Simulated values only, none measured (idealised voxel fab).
process module | voxel wiring stack
cross-section cut | 300 nm wide | cells 5 nm
A cross-section is a grid of square cells, given in bands from the top down. A band is one or more rows of cells.
Each band's line starts with the height of the band's top and of its bottom, in nm. Then come its materials from left to right, each with its width in nm. One material with "throughout" fills the band from edge to edge. "air" is empty space.
Height 0 is the level under which the wafer as received is all one material. The lowest band goes on downwards, as in "0 down".
A width such as "30 to 40" changes by the same amount from each row of cells to the next, from the band's top row to its bottom row.
"no change" after a step means that no cell of the cross-section changed.
closed voids: empty space of 8 cells or more with no open way to the top, each as width x height at its distance from the left edge, in nm
after a step's settings: what the simulator itself notes on the step
overlay nm, on a step with a mask: how far to the right of its planned place the mask lay; to the left if negative
plan
1 op RECEIVE | material Si
2 op CONFORMAL_DEP | material SiO2 | thk nm 15
3 op CONFORMAL_DEP | material SiN | thk nm 5
4 op DIRECTIONAL_DEP | material lowk | thk nm 25
5 op DIRECTIONAL_DEP | material aC | thk nm 10
6 op PATTERN | tone open | mask id METAL_1 | material resist | width nm 30 | pitch nm 55 | thk nm 30 | overlay nm 0
7 op DIRECTIONAL_ETCH | etch materials aC | depth nm 10
8 op STRIP | etch materials resist
9 op DIRECTIONAL_ETCH | etch materials lowk | depth nm 25
10 op DIRECTIONAL_ETCH | etch materials SiN | depth nm 5
11 op STRIP | etch materials aC
12 op CONFORMAL_DEP | material TiN | thk nm 5
13 op FILL_DEP | material Cu | thk nm 5
14 op CMP | height nm 45
15 op CONFORMAL_DEP | material SiCN | thk nm 5
16 op DIRECTIONAL_DEP | material lowk | thk nm 15
17 op MASKED_ETCH | tone open | mask id PLUG_1 | width nm 15 | pitch nm 55 | etch materials lowk | depth nm 15 | overlay nm 0
18 op MASKED_ETCH | tone open | mask id PLUG_1 | width nm 15 | pitch nm 55 | etch materials SiCN | depth nm 5 | overlay nm 0
19 op EPI | material Ru | thk nm 10
20 op EPI | material Ru | thk nm 10
21 op DIRECTIONAL_DEP | material TiN | thk nm 5
22 op DIRECTIONAL_DEP | material Ru | thk nm 15
23 op DIRECTIONAL_DEP | material aC | thk nm 15
24 op PATTERN | tone cover | mask id METAL_2 | material resist | width nm 30 | pitch nm 55 | thk nm 35 | overlay nm 0
25 op DIRECTIONAL_ETCH | etch materials aC | depth nm 15
26 op STRIP | etch materials resist
27 op DIRECTIONAL_ETCH | etch materials Ru | depth nm 15
28 op DIRECTIONAL_ETCH | etch materials TiN | depth nm 5
29 op STRIP | etch materials aC
30 op CONFORMAL_DEP | material SiCN | thk nm 5
31 op FILL_DEP | material SiO2 | thk nm 5
32 op CMP | height nm 85
33 op CONFORMAL_DEP | material SiCN | thk nm 5
34 op DIRECTIONAL_DEP | material SiO2 | thk nm 20
35 op PATTERN | tone open | mask id PLUG_2 | material resist | width nm 15 | pitch nm 55 | thk nm 15 | overlay nm 0
36 op DIRECTIONAL_ETCH | etch materials SiO2 | depth nm 20
37 op DIRECTIONAL_ETCH | etch materials SiCN | depth nm 5
38 op STRIP | etch materials resist
39 op CONFORMAL_DEP | material TiN | thk nm 5
40 op FILL_DEP | material Ru | thk nm 10
41 op CMP | height nm 110
42 op CONFORMAL_DEP | material SiCN | thk nm 5
43 op DIRECTIONAL_DEP | material lowk | thk nm 20
44 op PATTERN | tone open | mask id METAL_3 | material resist | width nm 30 | pitch nm 55 | thk nm 15 | overlay nm 0
45 op DIRECTIONAL_ETCH | etch materials lowk | depth nm 20
46 op DIRECTIONAL_ETCH | etch materials SiCN | depth nm 5
47 op STRIP | etch materials resist
48 op CONFORMAL_DEP | material TiN | thk nm 5
49 op FILL_DEP | material Ru | thk nm 5
50 op CMP | height nm 135
51 op CONFORMAL_DEP | material SiCN | thk nm 5
52 op DIRECTIONAL_DEP | material SiO2 | thk nm 20
53 op DIRECTIONAL_DEP | material aC | thk nm 10
54 op PATTERN | tone open | mask id PLUG_3 | material resist | width nm 15 | pitch nm 55 | thk nm 25 | overlay nm 0
55 op DIRECTIONAL_ETCH | etch materials aC | depth nm 10
56 op STRIP | etch materials resist
57 op DIRECTIONAL_ETCH | etch materials SiO2 | depth nm 20
58 op DIRECTIONAL_ETCH | etch materials SiCN | depth nm 5
59 op STRIP | etch materials aC
60 op CONFORMAL_DEP | material TiN | thk nm 5
61 op FILL_DEP | material W | thk nm 5
62 op CMP | height nm 160
63 op CONFORMAL_DEP | material SiCN | thk nm 5
64 op DIRECTIONAL_DEP | material SiO2 | thk nm 15
65 op MASKED_ETCH | tone open | mask id METAL_4 | width nm 30 | pitch nm 55 | etch materials SiO2 | depth nm 15 | overlay nm 0
66 op MASKED_ETCH | tone open | mask id METAL_4 | width nm 30 | pitch nm 55 | etch materials SiCN | depth nm 5 | overlay nm 0
67 op CONFORMAL_DEP | material TiN | thk nm 5
68 op FILL_DEP | material Ru | thk nm 5
69 op CMP | height nm 180
70 op EPI | material Ru | thk nm 5
71 op FILL_DEP | material SiCN | thk nm 5
as received, after step 1
  0 down: Si throughout
  closed voids: none
first wafer at the end, as planned
  190 to 185: SiCN throughout
  185 to 180: SiCN 75 | Ru 40 | SiCN 15 | Ru 40 | SiCN 15 | Ru 40 | SiCN 75
  180 to 165: SiO2 80 | TiN 5 | Ru 20 | TiN 5 | SiO2 25 | TiN 5 | Ru 20 | TiN 5 | SiO2 25 | TiN 5 | Ru 20 | TiN 5 | SiO2 80
  165 to 160: SiCN 80 | TiN 30 | SiCN 25 | TiN 30 | SiCN 25 | TiN 30 | SiCN 80
  160 to 140: SiO2 80 | TiN 5 | W 5 | TiN 5 | SiO2 40 | TiN 5 | W 5 | TiN 5 | SiO2 40 | TiN 5 | W 5 | TiN 5 | SiO2 95
  140 to 135: SiCN 80 | TiN 15 | SiCN 40 | TiN 15 | SiCN 40 | TiN 15 | SiCN 95
  135 to 115: lowk 80 | TiN 5 | Ru 20 | TiN 5 | lowk 25 | TiN 5 | Ru 20 | TiN 5 | lowk 25 | TiN 5 | Ru 20 | TiN 5 | lowk 80
  115 to 110: SiCN 80 | TiN 30 | SiCN 25 | TiN 30 | SiCN 25 | TiN 30 | SiCN 80
  110 to 90: SiO2 80 | TiN 5 | Ru 5 | TiN 5 | SiO2 40 | TiN 5 | Ru 5 | TiN 5 | SiO2 40 | TiN 5 | Ru 5 | TiN 5 | SiO2 95
  90 to 85: SiCN 80 | TiN 15 | SiCN 40 | TiN 15 | SiCN 40 | TiN 15 | SiCN 95
  85 to 70: SiO2 75 | SiCN 5 | Ru 30 | SiCN 5 | SiO2 15 | SiCN 5 | Ru 30 | SiCN 5 | SiO2 15 | SiCN 5 | Ru 30 | SiCN 5 | SiO2 75
  70 to 65: SiCN 80 | TiN 30 | SiCN 25 | TiN 30 | SiCN 25 | TiN 30 | SiCN 80
  65 to 50: lowk 80 | Ru 15 | lowk 40 | Ru 15 | lowk 40 | Ru 15 | lowk 95
  50 to 45: SiCN 80 | Ru 15 | SiCN 40 | Ru 15 | SiCN 40 | Ru 15 | SiCN 95
  45 to 20: lowk 80 | TiN 5 | Cu 20 | TiN 5 | lowk 25 | TiN 5 | Cu 20 | TiN 5 | lowk 25 | TiN 5 | Cu 20 | TiN 5 | lowk 80
  20 to 15: SiN 80 | TiN 30 | SiN 25 | TiN 30 | SiN 25 | TiN 30 | SiN 80
  15 to 0: SiO2 throughout
  0 down: Si throughout
  closed voids: none
second wafer at the end: like start, like plan, one mistake
  190 to 185: SiCN throughout
  185 to 180: SiCN 75 | Ru 40 | SiCN 15 | Ru 40 | SiCN 15 | Ru 40 | SiCN 75
  180 to 165: SiO2 80 | TiN 5 | Ru 20 | TiN 5 | SiO2 25 | TiN 5 | Ru 20 | TiN 5 | SiO2 25 | TiN 5 | Ru 20 | TiN 5 | SiO2 80
  165 to 160: SiCN 80 | TiN 30 | SiCN 25 | TiN 30 | SiCN 25 | TiN 30 | SiCN 80
  160 to 140: SiO2 80 | TiN 5 | W 5 | TiN 5 | SiO2 40 | TiN 5 | W 5 | TiN 5 | SiO2 40 | TiN 5 | W 5 | TiN 5 | SiO2 95
  140 to 135: SiCN 80 | TiN 15 | SiCN 40 | TiN 15 | SiCN 40 | TiN 15 | SiCN 95
  135 to 115: lowk 80 | TiN 5 | Ru 20 | TiN 5 | lowk 25 | TiN 5 | Ru 20 | TiN 5 | lowk 25 | TiN 5 | Ru 20 | TiN 5 | lowk 80
  115 to 110: SiCN 80 | TiN 30 | SiCN 25 | TiN 30 | SiCN 25 | TiN 30 | SiCN 80
  110 to 90: SiO2 90 | TiN 5 | Ru 5 | TiN 5 | SiO2 40 | TiN 5 | Ru 5 | TiN 5 | SiO2 40 | TiN 5 | Ru 5 | TiN 5 | SiO2 85
  90 to 85: SiCN 90 | TiN 15 | SiCN 40 | TiN 15 | SiCN 40 | TiN 15 | SiCN 85
  85 to 70: SiO2 75 | SiCN 5 | Ru 30 | SiCN 5 | SiO2 15 | SiCN 5 | Ru 30 | SiCN 5 | SiO2 15 | SiCN 5 | Ru 30 | SiCN 5 | SiO2 75
  70 to 65: SiCN 80 | TiN 30 | SiCN 25 | TiN 30 | SiCN 25 | TiN 30 | SiCN 80
  65 to 50: lowk 80 | Ru 15 | lowk 40 | Ru 15 | lowk 40 | Ru 15 | lowk 95
  50 to 45: SiCN 80 | Ru 15 | SiCN 40 | Ru 15 | SiCN 40 | Ru 15 | SiCN 95
  45 to 20: lowk 80 | TiN 5 | Cu 20 | TiN 5 | lowk 25 | TiN 5 | Cu 20 | TiN 5 | lowk 25 | TiN 5 | Cu 20 | TiN 5 | lowk 80
  20 to 15: SiN 80 | TiN 30 | SiN 25 | TiN 30 | SiN 25 | TiN 30 | SiN 80
  15 to 0: SiO2 throughout
  0 down: Si throughout
  closed voids: none
what went wrong: step 35 ran as: op PATTERN | tone open | mask id PLUG_2 | material resist | width nm 15 | pitch nm 55 | thk nm 15 | overlay nm 10
at the end the second wafer has, in cells: as many of each material as the first, in other places
